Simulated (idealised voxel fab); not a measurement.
Name of the process module below: voxel spacer lines
Cross-section cut spans 160 nm and uses square cells 5 nm in size.
Each cross-section below is a grid of square cells, stated as bands in top-down order, with one or more rows of cells making up each band. A band entry consists of two parts. The first gives the height of the band's top and the height of its bottom, in nm. The rest lists the band's materials from left to right, each with its width in nm. A single material labelled with the word "full width" fills the band from edge to edge, and the word "blank" marks empty space. All heights in this document are referenced to 0, defined as the level beneath which the wafer, as received, consists entirely of one material. The lowest band is not bounded below; it extends indefinitely downward and is written in the form "top 0, no bottom". A width such as "30->40" changes by the same amount from each row of cells to the next, from the band's top row to its bottom row. For the purposes of this document, the phrase "no modifications" attached to a step denotes that no cell within the cross-section was modified by that step. In "Enclosed internal voids" the enclosed voids are listed, meaning empty spaces of 8 cells or larger without any opening to the top. The form is width x height at distance, distance from the left edge, units nm. Post-settings text on a step line: simulator's own remark regarding the step. The setting "overlay nm" may be written on the line of a step. When the step uses a mask, the value reports how far to the right of the planned place the mask lay, and a negative value reports that it lay to the left. The remainder of this document consists of a sequence of paired cross-sections. Each pair presents the cross-section prior to one process step together with the cross-section following it, the latter being rendered only as deep as the lowest band that underwent change. The intervening step, together with its settings, is stated beneath each pair. Because the pairs may originate from different runs of this module on the same starting wafer, a given pair is to be read as continuing from the preceding pair only where its entry headed "Pre-step cross-section" so indicates.

PRE-STEP CROSS-SECTION
top 0, no bottom: Si full width
Enclosed internal voids: none

STRUCTURE AFTER STEP
top 5, bottom 0: Al2O3 full width
Rest of section, below 0: as before.
Enclosed internal voids: none
So what happened between those two cross-sections up there? CONFORMAL_DEP (material Al2O3; thk nm 5)

Pre-step cross-section: the cross-section after the pair above

STRUCTURE AFTER STEP
top 20, bottom 5: TiN full width
Rest of section, below 5: as before.
Enclosed internal voids: none
So what happened between those two cross-sections up there? DIRECTIONAL_DEP (material TiN; thk nm 15)

Pre-step cross-section: the cross-section after the pair above

STRUCTURE AFTER STEP
top 40, bottom 20: polySi full width
Rest of section, below 20: as before.
Enclosed internal voids: none
So what happened between those two cross-sections up there? DIRECTIONAL_DEP (material polySi; thk nm 20)

Pre-step cross-section: the cross-section after the pair above

STRUCTURE AFTER STEP
top 70, bottom 40: blank 25 / resist 25 / blank 55 / resist 25 / blank 30
Rest of section, below 40: as before.
Enclosed internal voids: none
So what happened between those two cross-sections up there? PATTERN (tone cover; mask id MANDREL; material resist; width nm 25; pitch nm 80; thk nm 30; overlay nm 0)

Pre-step cross-section: the cross-section after the pair above

STRUCTURE AFTER STEP
top 70, bottom 40: blank 25 / resist 25 / blank 55 / resist 25 / blank 30
top 40, bottom 20: blank 25 / polySi 25 / blank 55 / polySi 25 / blank 30
Rest of section, below 20: as before.
Enclosed internal voids: none
So what happened between those two cross-sections up there? DIRECTIONAL_ETCH (etch materials polySi; depth nm 20)

Pre-step cross-section: the cross-section after the pair above

STRUCTURE AFTER STEP
top 40, bottom 20: blank 25 / polySi 25 / blank 55 / polySi 25 / blank 30
Rest of section, below 20: as before.
Enclosed internal voids: none
So what happened between those two cross-sections up there? STRIP (etch materials resist)

Pre-step cross-section: the cross-section after the pair above

STRUCTURE AFTER STEP
top 55, bottom 40: blank 10 / SiO2 55 / blank 25 / SiO2 55 / blank 15
top 40, bottom 35: blank 10 / SiO2 15 / polySi 25 / SiO2 15 / blank 25 / SiO2 15 / polySi 25 / SiO2 15 / blank 15
top 35, bottom 20: SiO2 25 / polySi 25 / SiO2 55 / polySi 25 / SiO2 30
Rest of section, below 20: as before.
Enclosed internal voids: none
So what happened between those two cross-sections up there? CONFORMAL_DEP (material SiO2; thk nm 15)

Pre-step cross-section: the cross-section after the pair above

STRUCTURE AFTER STEP
top 40, bottom 20: blank 10 / SiO2 15 / polySi 25 / SiO2 15 / blank 25 / SiO2 15 / polySi 25 / SiO2 15 / blank 15
Rest of section, below 20: as before.
Enclosed internal voids: none
So what happened between those two cross-sections up there? DIRECTIONAL_ETCH (etch materials SiO2; depth nm 15)

Pre-step cross-section: the cross-section after the pair above

STRUCTURE AFTER STEP
top 40, bottom 20: blank 10 / SiO2 15 / blank 25 / SiO2 15 / blank 25 / SiO2 15 / blank 25 / SiO2 15 / blank 15
Rest of section, below 20: as before.
Enclosed internal voids: none
So what happened between those two cross-sections up there? STRIP (etch materials polySi)

Pre-step cross-section: the cross-section after the pair above

STRUCTURE AFTER STEP
top 40, bottom 20: blank 10 / SiO2 15 / blank 25 / SiO2 15 / blank 25 / SiO2 15 / blank 25 / SiO2 15 / blank 15
top 20, bottom 5: blank 10 / TiN 15 / blank 25 / TiN 15 / blank 25 / TiN 15 / blank 25 / TiN 15 / blank 15
Rest of section, below 5: as before.
Enclosed internal voids: none
So what happened between those two cross-sections up there? DIRECTIONAL_ETCH (etch materials TiN; depth nm 15)

Pre-step cross-section: the cross-section after the pair above

STRUCTURE AFTER STEP
top 20, bottom 5: blank 10 / TiN 15 / blank 25 / TiN 15 / blank 25 / TiN 15 / blank 25 / TiN 15 / blank 15
Rest of section, below 5: as before.
Enclosed internal voids: none
So what happened between those two cross-sections up there? STRIP (etch materials SiO2)

Pre-step cross-section: the cross-section after the pair above

STRUCTURE AFTER STEP
top 30, bottom 20: lowk full width
top 20, bottom 5: lowk 10 / TiN 15 / lowk 25 / TiN 15 / lowk 25 / TiN 15 / lowk 25 / TiN 15 / lowk 15
Rest of section, below 5: as before.
Enclosed internal voids: none
So what happened between those two cross-sections up there? FILL_DEP (material lowk; thk nm 10)

Pre-step cross-section: the cross-section after the pair above

STRUCTURE AFTER STEP
top 20, bottom 5: lowk 10 / TiN 15 / lowk 25 / TiN 15 / lowk 25 / TiN 15 / lowk 25 / TiN 15 / lowk 15
Rest of section, below 5: as before.
Enclosed internal voids: none
So what happened between those two cross-sections up there? CMP (height nm 20)

PRE-STEP CROSS-SECTION
top 0, no bottom: Si full width
Enclosed internal voids: none

STRUCTURE AFTER STEP
top 15, bottom 0: TiN full width
Rest of section, below 0: as before.
Enclosed internal voids: none
So what happened between those two cross-sections up there? DIRECTIONAL_DEP (material TiN; thk nm 15)

Pre-step cross-section: the cross-section after the pair above

STRUCTURE AFTER STEP
top 35, bottom 15: polySi full width
Rest of section, below 15: as before.
Enclosed internal voids: none
So what happened between those two cross-sections up there? DIRECTIONAL_DEP (material polySi; thk nm 20)

Pre-step cross-section: the cross-section after the pair above

STRUCTURE AFTER STEP
top 65, bottom 35: blank 25 / resist 25 / blank 55 / resist 25 / blank 30
Rest of section, below 35: as before.
Enclosed internal voids: none
So what happened between those two cross-sections up there? PATTERN (tone cover; mask id MANDREL; material resist; width nm 25; pitch nm 80; thk nm 30; overlay nm 0)

Pre-step cross-section: the cross-section after the pair above

STRUCTURE AFTER STEP
top 65, bottom 35: blank 25 / resist 25 / blank 55 / resist 25 / blank 30
top 35, bottom 15: blank 25 / polySi 25 / blank 55 / polySi 25 / blank 30
Rest of section, below 15: as before.
Enclosed internal voids: none
So what happened between those two cross-sections up there? DIRECTIONAL_ETCH (etch materials polySi; depth nm 20)

Pre-step cross-section: the cross-section after the pair above

STRUCTURE AFTER STEP
top 35, bottom 15: blank 25 / polySi 25 / blank 55 / polySi 25 / blank 30
Rest of section, below 15: as before.
Enclosed internal voids: none
So what happened between those two cross-sections up there? STRIP (etch materials resist)

Pre-step cross-section: the cross-section after the pair above

STRUCTURE AFTER STEP
top 50, bottom 35: blank 10 / SiO2 55 / blank 25 / SiO2 55 / blank 15
top 35, bottom 30: blank 10 / SiO2 15 / polySi 25 / SiO2 15 / blank 25 / SiO2 15 / polySi 25 / SiO2 15 / blank 15
top 30, bottom 15: SiO2 25 / polySi 25 / SiO2 55 / polySi 25 / SiO2 30
Rest of section, below 15: as before.
Enclosed internal voids: none
So what happened between those two cross-sections up there? CONFORMAL_DEP (material SiO2; thk nm 15)

Pre-step cross-section: the cross-section after the pair above

STRUCTURE AFTER STEP
top 35, bottom 15: blank 10 / SiO2 15 / polySi 25 / SiO2 15 / blank 25 / SiO2 15 / polySi 25 / SiO2 15 / blank 15
Rest of section, below 15: as before.
Enclosed internal voids: none
So what happened between those two cross-sections up there? DIRECTIONAL_ETCH (etch materials SiO2; depth nm 15)

Pre-step cross-section: the cross-section after the pair above

STRUCTURE AFTER STEP
top 35, bottom 15: blank 10 / SiO2 15 / blank 25 / SiO2 15 / blank 25 / SiO2 15 / blank 25 / SiO2 15 / blank 15
Rest of section, below 15: as before.
Enclosed internal voids: none
So what happened between those two cross-sections up there? STRIP (etch materials polySi)

Pre-step cross-section: the cross-section after the pair above

STRUCTURE AFTER STEP
top 35, bottom 15: blank 10 / SiO2 15 / blank 25 / SiO2 15 / blank 25 / SiO2 15 / blank 25 / SiO2 15 / blank 15
top 15, bottom 0: blank 10 / TiN 15 / blank 25 / TiN 15 / blank 25 / TiN 15 / blank 25 / TiN 15 / blank 15
Rest of section, below 0: as before.
Enclosed internal voids: none
So what happened between those two cross-sections up there? DIRECTIONAL_ETCH (etch materials TiN; depth nm 15)

Pre-step cross-section: the cross-section after the pair above

STRUCTURE AFTER STEP
top 15, bottom 0: blank 10 / TiN 15 / blank 25 / TiN 15 / blank 25 / TiN 15 / blank 25 / TiN 15 / blank 15
Rest of section, below 0: as before.
Enclosed internal voids: none
So what happened between those two cross-sections up there? STRIP (etch materials SiO2)

Pre-step cross-section: the cross-section after the pair above

STRUCTURE AFTER STEP
top 25, bottom 15: lowk full width
top 15, bottom 0: lowk 10 / TiN 15 / lowk 25 / TiN 15 / lowk 25 / TiN 15 / lowk 25 / TiN 15 / lowk 15
Rest of section, below 0: as before.
Enclosed internal voids: none
So what happened between those two cross-sections up there? FILL_DEP (material lowk; thk nm 10)

Pre-step cross-section: the cross-section after the pair above

STRUCTURE AFTER STEP
top 20, bottom 15: lowk full width
Rest of section, below 15: as before.
Enclosed internal voids: none
So what happened between those two cross-sections up there? CMP (height nm 20)

PRE-STEP CROSS-SECTION
top 30, bottom 20: lowk full width
top 20, bottom 5: lowk 10 / TiN 15 / lowk 25 / TiN 15 / lowk 25 / TiN 15 / lowk 25 / TiN 15 / lowk 15
top 5, bottom 0: Al2O3 full width
top 0, no bottom: Si full width
Enclosed internal voids: none

STRUCTURE AFTER STEP
top 40, bottom 20: lowk full width
Rest of section, below 20: as before.
Enclosed internal voids: none
So what happened between those two cross-sections up there? FILL_DEP (material lowk; thk nm 10)

Pre-step cross-section: the cross-section after the pair above

STRUCTURE AFTER STEP
top 20, bottom 5: lowk 10 / TiN 15 / lowk 25 / TiN 15 / lowk 25 / TiN 15 / lowk 25 / TiN 15 / lowk 15
Rest of section, below 5: as before.
Enclosed internal voids: none
So what happened between those two cross-sections up there? CMP (height nm 20)

PRE-STEP CROSS-SECTION
top 5, bottom 0: Al2O3 full width
top 0, no bottom: Si full width
Enclosed internal voids: none

STRUCTURE AFTER STEP
top 25, bottom 5: polySi full width
Rest of section, below 5: as before.
Enclosed internal voids: none
So what happened between those two cross-sections up there? DIRECTIONAL_DEP (material polySi; thk nm 20)

Pre-step cross-section: the cross-section after the pair above

STRUCTURE AFTER STEP
top 40, bottom 25: TiN full width
Rest of section, below 25: as before.
Enclosed internal voids: none
So what happened between those two cross-sections up there? DIRECTIONAL_DEP (material TiN; thk nm 15)

Pre-step cross-section: the cross-section after the pair above

STRUCTURE AFTER STEP
top 70, bottom 40: blank 25 / resist 25 / blank 55 / resist 25 / blank 30
Rest of section, below 40: as before.
Enclosed internal voids: none
So what happened between those two cross-sections up there? PATTERN (tone cover; mask id MANDREL; material resist; width nm 25; pitch nm 80; thk nm 30; overlay nm 0)

Pre-step cross-section: the cross-section after the pair above

STRUCTURE AFTER STEP
top 40, bottom 25: TiN full width
Rest of section, below 25: as before.
Enclosed internal voids: none
So what happened between those two cross-sections up there? STRIP (etch materials resist)

Pre-step cross-section: the cross-section after the pair above

STRUCTURE AFTER STEP
top 55, bottom 40: SiO2 full width
Rest of section, below 40: as before.
Enclosed internal voids: none
So what happened between those two cross-sections up there? CONFORMAL_DEP (material SiO2; thk nm 15)

Pre-step cross-section: the cross-section after the pair above

STRUCTURE AFTER STEP
top 40, bottom 25: TiN full width
Rest of section, below 25: as before.
Enclosed internal voids: none
So what happened between those two cross-sections up there? DIRECTIONAL_ETCH (etch materials SiO2; depth nm 15)

Pre-step cross-section: the cross-section after the pair above

STRUCTURE AFTER STEP
top 25, bottom 5: polySi full width
Rest of section, below 5: as before.
Enclosed internal voids: none
So what happened between those two cross-sections up there? DIRECTIONAL_ETCH (etch materials TiN; depth nm 15)

Pre-step cross-section: the cross-section after the pair above

STRUCTURE AFTER STEP
top 35, bottom 25: lowk full width
Rest of section, below 25: as before.
Enclosed internal voids: none
So what happened between those two cross-sections up there? FILL_DEP (material lowk; thk nm 10)

Pre-step cross-section: the cross-section after the pair above

STRUCTURE AFTER STEP
top 20, bottom 5: polySi full width
Rest of section, below 5: as before.
Enclosed internal voids: none
So what happened between those two cross-sections up there? CMP (height nm 20)

PRE-STEP CROSS-SECTION
top 0, no bottom: Si full width
Enclosed internal voids: none

STRUCTURE AFTER STEP
top 15, bottom 0: Al2O3 full width
Rest of section, below 0: as before.
Enclosed internal voids: none
So what happened between those two cross-sections up there? CONFORMAL_DEP (material Al2O3; thk nm 15)

Pre-step cross-section: the cross-section after the pair above

STRUCTURE AFTER STEP
top 30, bottom 15: TiN full width
Rest of section, below 15: as before.
Enclosed internal voids: none
So what happened between those two cross-sections up there? DIRECTIONAL_DEP (material TiN; thk nm 15)

Pre-step cross-section: the cross-section after the pair above

STRUCTURE AFTER STEP
top 50, bottom 30: polySi full width
Rest of section, below 30: as before.
Enclosed internal voids: none
So what happened between those two cross-sections up there? DIRECTIONAL_DEP (material polySi; thk nm 20)

Pre-step cross-section: the cross-section after the pair above

STRUCTURE AFTER STEP
top 80, bottom 50: blank 25 / resist 25 / blank 55 / resist 25 / blank 30
Rest of section, below 50: as before.
Enclosed internal voids: none
So what happened between those two cross-sections up there? PATTERN (tone cover; mask id MANDREL; material resist; width nm 25; pitch nm 80; thk nm 30; overlay nm 0)

Pre-step cross-section: the cross-section after the pair above

STRUCTURE AFTER STEP
top 80, bottom 50: blank 25 / resist 25 / blank 55 / resist 25 / blank 30
top 50, bottom 30: blank 25 / polySi 25 / blank 55 / polySi 25 / blank 30
Rest of section, below 30: as before.
Enclosed internal voids: none
So what happened between those two cross-sections up there? DIRECTIONAL_ETCH (etch materials polySi; depth nm 20)

Pre-step cross-section: the cross-section after the pair above

STRUCTURE AFTER STEP
top 50, bottom 30: blank 25 / polySi 25 / blank 55 / polySi 25 / blank 30
Rest of section, below 30: as before.
Enclosed internal voids: none
So what happened between those two cross-sections up there? STRIP (etch materials resist)

Pre-step cross-section: the cross-section after the pair above

STRUCTURE AFTER STEP
top 65, bottom 50: blank 10 / SiO2 55 / blank 25 / SiO2 55 / blank 15
top 50, bottom 45: blank 10 / SiO2 15 / polySi 25 / SiO2 15 / blank 25 / SiO2 15 / polySi 25 / SiO2 15 / blank 15
top 45, bottom 30: SiO2 25 / polySi 25 / SiO2 55 / polySi 25 / SiO2 30
Rest of section, below 30: as before.
Enclosed internal voids: none
So what happened between those two cross-sections up there? CONFORMAL_DEP (material SiO2; thk nm 15)

Pre-step cross-section: the cross-section after the pair above

STRUCTURE AFTER STEP
top 50, bottom 30: blank 10 / SiO2 15 / polySi 25 / SiO2 15 / blank 25 / SiO2 15 / polySi 25 / SiO2 15 / blank 15
Rest of section, below 30: as before.
Enclosed internal voids: none
So what happened between those two cross-sections up there? DIRECTIONAL_ETCH (etch materials SiO2; depth nm 15)

Pre-step cross-section: the cross-section after the pair above

STRUCTURE AFTER STEP
top 50, bottom 30: blank 10 / SiO2 15 / blank 25 / SiO2 15 / blank 25 / SiO2 15 / blank 25 / SiO2 15 / blank 15
Rest of section, below 30: as before.
Enclosed internal voids: none
So what happened between those two cross-sections up there? STRIP (etch materials polySi)

Pre-step cross-section: the cross-section after the pair above

STRUCTURE AFTER STEP
top 50, bottom 30: blank 10 / SiO2 15 / blank 25 / SiO2 15 / blank 25 / SiO2 15 / blank 25 / SiO2 15 / blank 15
top 30, bottom 15: blank 10 / TiN 15 / blank 25 / TiN 15 / blank 25 / TiN 15 / blank 25 / TiN 15 / blank 15
Rest of section, below 15: as before.
Enclosed internal voids: none
So what happened between those two cross-sections up there? DIRECTIONAL_ETCH (etch materials TiN; depth nm 15)

Pre-step cross-section: the cross-section after the pair above

STRUCTURE AFTER STEP
top 30, bottom 15: blank 10 / TiN 15 / blank 25 / TiN 15 / blank 25 / TiN 15 / blank 25 / TiN 15 / blank 15
Rest of section, below 15: as before.
Enclosed internal voids: none
So what happened between those two cross-sections up there? STRIP (etch materials SiO2)

Pre-step cross-section: the cross-section after the pair above

STRUCTURE AFTER STEP
top 40, bottom 30: lowk full width
top 30, bottom 15: lowk 10 / TiN 15 / lowk 25 / TiN 15 / lowk 25 / TiN 15 / lowk 25 / TiN 15 / lowk 15
Rest of section, below 15: as before.
Enclosed internal voids: none
So what happened between those two cross-sections up there? FILL_DEP (material lowk; thk nm 10)

Pre-step cross-section: the cross-section after the pair above

STRUCTURE AFTER STEP
top 20, bottom 15: lowk 10 / TiN 15 / lowk 25 / TiN 15 / lowk 25 / TiN 15 / lowk 25 / TiN 15 / lowk 15
Rest of section, below 15: as before.
Enclosed internal voids: none
So what happened between those two cross-sections up there? CMP (height nm 20)

PRE-STEP CROSS-SECTION
top 40, bottom 20: polySi full width
top 20, bottom 5: TiN full width
top 5, bottom 0: Al2O3 full width
top 0, no bottom: Si full width
Enclosed internal voids: none

STRUCTURE AFTER STEP
top 70, bottom 40: blank 25 / resist 30 / blank 50 / resist 30 / blank 25
Rest of section, below 40: as before.
Enclosed internal voids: none
So what happened between those two cross-sections up there? PATTERN (tone cover; mask id MANDREL; material resist; width nm 30; pitch nm 80; thk nm 30; overlay nm 0)

Pre-step cross-section: the cross-section after the pair above

STRUCTURE AFTER STEP
top 70, bottom 40: blank 25 / resist 30 / blank 50 / resist 30 / blank 25
top 40, bottom 20: blank 25 / polySi 30 / blank 50 / polySi 30 / blank 25
Rest of section, below 20: as before.
Enclosed internal voids: none
So what happened between those two cross-sections up there? DIRECTIONAL_ETCH (etch materials polySi; depth nm 20)

Pre-step cross-section: the cross-section after the pair above

STRUCTURE AFTER STEP
top 40, bottom 20: blank 25 / polySi 30 / blank 50 / polySi 30 / blank 25
Rest of section, below 20: as before.
Enclosed internal voids: none
So what happened between those two cross-sections up there? STRIP (etch materials resist)

Pre-step cross-section: the cross-section after the pair above

STRUCTURE AFTER STEP
top 55, bottom 40: blank 10 / SiO2 60 / blank 20 / SiO2 60 / blank 10
top 40, bottom 35: blank 10 / SiO2 15 / polySi 30 / SiO2 15 / blank 20 / SiO2 15 / polySi 30 / SiO2 15 / blank 10
top 35, bottom 20: SiO2 25 / polySi 30 / SiO2 50 / polySi 30 / SiO2 25
Rest of section, below 20: as before.
Enclosed internal voids: none
So what happened between those two cross-sections up there? CONFORMAL_DEP (material SiO2; thk nm 15)

Pre-step cross-section: the cross-section after the pair above

STRUCTURE AFTER STEP
top 40, bottom 20: blank 10 / SiO2 15 / polySi 30 / SiO2 15 / blank 20 / SiO2 15 / polySi 30 / SiO2 15 / blank 10
Rest of section, below 20: as before.
Enclosed internal voids: none
So what happened between those two cross-sections up there? DIRECTIONAL_ETCH (etch materials SiO2; depth nm 15)

Pre-step cross-section: the cross-section after the pair above

STRUCTURE AFTER STEP
top 40, bottom 20: blank 10 / SiO2 15 / blank 30 / SiO2 15 / blank 20 / SiO2 15 / blank 30 / SiO2 15 / blank 10
Rest of section, below 20: as before.
Enclosed internal voids: none
So what happened between those two cross-sections up there? STRIP (etch materials polySi)

Pre-step cross-section: the cross-section after the pair above

STRUCTURE AFTER STEP
top 40, bottom 20: blank 10 / SiO2 15 / blank 30 / SiO2 15 / blank 20 / SiO2 15 / blank 30 / SiO2 15 / blank 10
top 20, bottom 5: blank 10 / TiN 15 / blank 30 / TiN 15 / blank 20 / TiN 15 / blank 30 / TiN 15 / blank 10
Rest of section, below 5: as before.
Enclosed internal voids: none
So what happened between those two cross-sections up there? DIRECTIONAL_ETCH (etch materials TiN; depth nm 15)

Pre-step cross-section: the cross-section after the pair above

STRUCTURE AFTER STEP
top 20, bottom 5: blank 10 / TiN 15 / blank 30 / TiN 15 / blank 20 / TiN 15 / blank 30 / TiN 15 / blank 10
Rest of section, below 5: as before.
Enclosed internal voids: none
So what happened between those two cross-sections up there? STRIP (etch materials SiO2)

Pre-step cross-section: the cross-section after the pair above

STRUCTURE AFTER STEP
top 30, bottom 20: lowk full width
top 20, bottom 5: lowk 10 / TiN 15 / lowk 30 / TiN 15 / lowk 20 / TiN 15 / lowk 30 / TiN 15 / lowk 10
Rest of section, below 5: as before.
Enclosed internal voids: none
So what happened between those two cross-sections up there? FILL_DEP (material lowk; thk nm 10)

Pre-step cross-section: the cross-section after the pair above

STRUCTURE AFTER STEP
top 20, bottom 5: lowk 10 / TiN 15 / lowk 30 / TiN 15 / lowk 20 / TiN 15 / lowk 30 / TiN 15 / lowk 10
Rest of section, below 5: as before.
Enclosed internal voids: none
So what happened between those two cross-sections up there? CMP (height nm 20)

PRE-STEP CROSS-SECTION
top 40, bottom 20: polySi full width
top 20, bottom 5: TiN full width
top 5, bottom 0: Al2O3 full width
top 0, no bottom: Si full width
Enclosed internal voids: none

STRUCTURE AFTER STEP
top 70, bottom 40: blank 20 / resist 25 / blank 55 / resist 25 / blank 35
Rest of section, below 40: as before.
Enclosed internal voids: none
So what happened between those two cross-sections up there? PATTERN (tone cover; mask id MANDREL; material resist; width nm 25; pitch nm 80; thk nm 30; overlay nm -5)

Pre-step cross-section: the cross-section after the pair above

STRUCTURE AFTER STEP
top 70, bottom 40: blank 20 / resist 25 / blank 55 / resist 25 / blank 35
top 40, bottom 20: blank 20 / polySi 25 / blank 55 / polySi 25 / blank 35
Rest of section, below 20: as before.
Enclosed internal voids: none
So what happened between those two cross-sections up there? DIRECTIONAL_ETCH (etch materials polySi; depth nm 20)

Pre-step cross-section: the cross-section after the pair above

STRUCTURE AFTER STEP
top 40, bottom 20: blank 20 / polySi 25 / blank 55 / polySi 25 / blank 35
Rest of section, below 20: as before.
Enclosed internal voids: none
So what happened between those two cross-sections up there? STRIP (etch materials resist)

Pre-step cross-section: the cross-section after the pair above

STRUCTURE AFTER STEP
top 55, bottom 40: blank 5 / SiO2 55 / blank 25 / SiO2 55 / blank 20
top 40, bottom 35: blank 5 / SiO2 15 / polySi 25 / SiO2 15 / blank 25 / SiO2 15 / polySi 25 / SiO2 15 / blank 20
top 35, bottom 20: SiO2 20 / polySi 25 / SiO2 55 / polySi 25 / SiO2 35
Rest of section, below 20: as before.
Enclosed internal voids: none
So what happened between those two cross-sections up there? CONFORMAL_DEP (material SiO2; thk nm 15)

Pre-step cross-section: the cross-section after the pair above

STRUCTURE AFTER STEP
top 40, bottom 20: blank 5 / SiO2 15 / polySi 25 / SiO2 15 / blank 25 / SiO2 15 / polySi 25 / SiO2 15 / blank 20
Rest of section, below 20: as before.
Enclosed internal voids: none
So what happened between those two cross-sections up there? DIRECTIONAL_ETCH (etch materials SiO2; depth nm 15)

Pre-step cross-section: the cross-section after the pair above

STRUCTURE AFTER STEP
top 40, bottom 20: blank 5 / SiO2 15 / blank 25 / SiO2 15 / blank 25 / SiO2 15 / blank 25 / SiO2 15 / blank 20
Rest of section, below 20: as before.
Enclosed internal voids: none
So what happened between those two cross-sections up there? STRIP (etch materials polySi)

Pre-step cross-section: the cross-section after the pair above

STRUCTURE AFTER STEP
top 40, bottom 20: blank 5 / SiO2 15 / blank 25 / SiO2 15 / blank 25 / SiO2 15 / blank 25 / SiO2 15 / blank 20
top 20, bottom 5: blank 5 / TiN 15 / blank 25 / TiN 15 / blank 25 / TiN 15 / blank 25 / TiN 15 / blank 20
Rest of section, below 5: as before.
Enclosed internal voids: none
So what happened between those two cross-sections up there? DIRECTIONAL_ETCH (etch materials TiN; depth nm 15)

Pre-step cross-section: the cross-section after the pair above

STRUCTURE AFTER STEP
top 20, bottom 5: blank 5 / TiN 15 / blank 25 / TiN 15 / blank 25 / TiN 15 / blank 25 / TiN 15 / blank 20
Rest of section, below 5: as before.
Enclosed internal voids: none
So what happened between those two cross-sections up there? STRIP (etch materials SiO2)

Pre-step cross-section: the cross-section after the pair above

STRUCTURE AFTER STEP
top 30, bottom 20: lowk full width
top 20, bottom 5: lowk 5 / TiN 15 / lowk 25 / TiN 15 / lowk 25 / TiN 15 / lowk 25 / TiN 15 / lowk 20
Rest of section, below 5: as before.
Enclosed internal voids: none
So what happened between those two cross-sections up there? FILL_DEP (material lowk; thk nm 10)

Pre-step cross-section: the cross-section after the pair above

STRUCTURE AFTER STEP
top 20, bottom 5: lowk 5 / TiN 15 / lowk 25 / TiN 15 / lowk 25 / TiN 15 / lowk 25 / TiN 15 / lowk 20
Rest of section, below 5: as before.
Enclosed internal voids: none
So what happened between those two cross-sections up there? CMP (height nm 20)

PRE-STEP CROSS-SECTION
top 0, no bottom: Si full width
Enclosed internal voids: none

STRUCTURE AFTER STEP
top 5, bottom 0: polySi full width
Rest of section, below 0: as before.
Enclosed internal voids: none
So what happened between those two cross-sections up there? CONFORMAL_DEP (material polySi; thk nm 5)

Pre-step cross-section: the cross-section after the pair above

STRUCTURE AFTER STEP
top 20, bottom 5: TiN full width
Rest of section, below 5: as before.
Enclosed internal voids: none
So what happened between those two cross-sections up there? DIRECTIONAL_DEP (material TiN; thk nm 15)

Pre-step cross-section: the cross-section after the pair above

STRUCTURE AFTER STEP
top 40, bottom 20: polySi full width
Rest of section, below 20: as before.
Enclosed internal voids: none
So what happened between those two cross-sections up there? DIRECTIONAL_DEP (material polySi; thk nm 20)

Pre-step cross-section: the cross-section after the pair above

STRUCTURE AFTER STEP
top 70, bottom 40: blank 25 / resist 25 / blank 55 / resist 25 / blank 30
Rest of section, below 40: as before.
Enclosed internal voids: none
So what happened between those two cross-sections up there? PATTERN (tone cover; mask id MANDREL; material resist; width nm 25; pitch nm 80; thk nm 30; overlay nm 0)

Pre-step cross-section: the cross-section after the pair above

STRUCTURE AFTER STEP
top 70, bottom 40: blank 25 / resist 25 / blank 55 / resist 25 / blank 30
top 40, bottom 20: blank 25 / polySi 25 / blank 55 / polySi 25 / blank 30
Rest of section, below 20: as before.
Enclosed internal voids: none
So what happened between those two cross-sections up there? DIRECTIONAL_ETCH (etch materials polySi; depth nm 20)

Pre-step cross-section: the cross-section after the pair above

STRUCTURE AFTER STEP
top 40, bottom 20: blank 25 / polySi 25 / blank 55 / polySi 25 / blank 30
Rest of section, below 20: as before.
Enclosed internal voids: none
So what happened between those two cross-sections up there? STRIP (etch materials resist)

Pre-step cross-section: the cross-section after the pair above

STRUCTURE AFTER STEP
top 55, bottom 40: blank 10 / SiO2 55 / blank 25 / SiO2 55 / blank 15
top 40, bottom 35: blank 10 / SiO2 15 / polySi 25 / SiO2 15 / blank 25 / SiO2 15 / polySi 25 / SiO2 15 / blank 15
top 35, bottom 20: SiO2 25 / polySi 25 / SiO2 55 / polySi 25 / SiO2 30
Rest of section, below 20: as before.
Enclosed internal voids: none
So what happened between those two cross-sections up there? CONFORMAL_DEP (material SiO2; thk nm 15)

Pre-step cross-section: the cross-section after the pair above

STRUCTURE AFTER STEP
top 40, bottom 20: blank 10 / SiO2 15 / polySi 25 / SiO2 15 / blank 25 / SiO2 15 / polySi 25 / SiO2 15 / blank 15
Rest of section, below 20: as before.
Enclosed internal voids: none
So what happened between those two cross-sections up there? DIRECTIONAL_ETCH (etch materials SiO2; depth nm 15)

Pre-step cross-section: the cross-section after the pair above

STRUCTURE AFTER STEP
top 40, bottom 20: blank 10 / SiO2 15 / blank 25 / SiO2 15 / blank 25 / SiO2 15 / blank 25 / SiO2 15 / blank 15
Rest of section, below 20: as before.
Enclosed internal voids: none
So what happened between those two cross-sections up there? STRIP (etch materials polySi)

Pre-step cross-section: the cross-section after the pair above

STRUCTURE AFTER STEP
top 40, bottom 20: blank 10 / SiO2 15 / blank 25 / SiO2 15 / blank 25 / SiO2 15 / blank 25 / SiO2 15 / blank 15
top 20, bottom 5: blank 10 / TiN 15 / blank 25 / TiN 15 / blank 25 / TiN 15 / blank 25 / TiN 15 / blank 15
Rest of section, below 5: as before.
Enclosed internal voids: none
So what happened between those two cross-sections up there? DIRECTIONAL_ETCH (etch materials TiN; depth nm 15)

Pre-step cross-section: the cross-section after the pair above

STRUCTURE AFTER STEP
top 20, bottom 5: blank 10 / TiN 15 / blank 25 / TiN 15 / blank 25 / TiN 15 / blank 25 / TiN 15 / blank 15
Rest of section, below 5: as before.
Enclosed internal voids: none
So what happened between those two cross-sections up there? STRIP (etch materials SiO2)

Pre-step cross-section: the cross-section after the pair above

STRUCTURE AFTER STEP
top 30, bottom 20: lowk full width
top 20, bottom 5: lowk 10 / TiN 15 / lowk 25 / TiN 15 / lowk 25 / TiN 15 / lowk 25 / TiN 15 / lowk 15
Rest of section, below 5: as before.
Enclosed internal voids: none
So what happened between those two cross-sections up there? FILL_DEP (material lowk; thk nm 10)

Pre-step cross-section: the cross-section after the pair above

STRUCTURE AFTER STEP
top 20, bottom 5: lowk 10 / TiN 15 / lowk 25 / TiN 15 / lowk 25 / TiN 15 / lowk 25 / TiN 15 / lowk 15
Rest of section, below 5: as before.
Enclosed internal voids: none
So what happened between those two cross-sections up there? CMP (height nm 20)
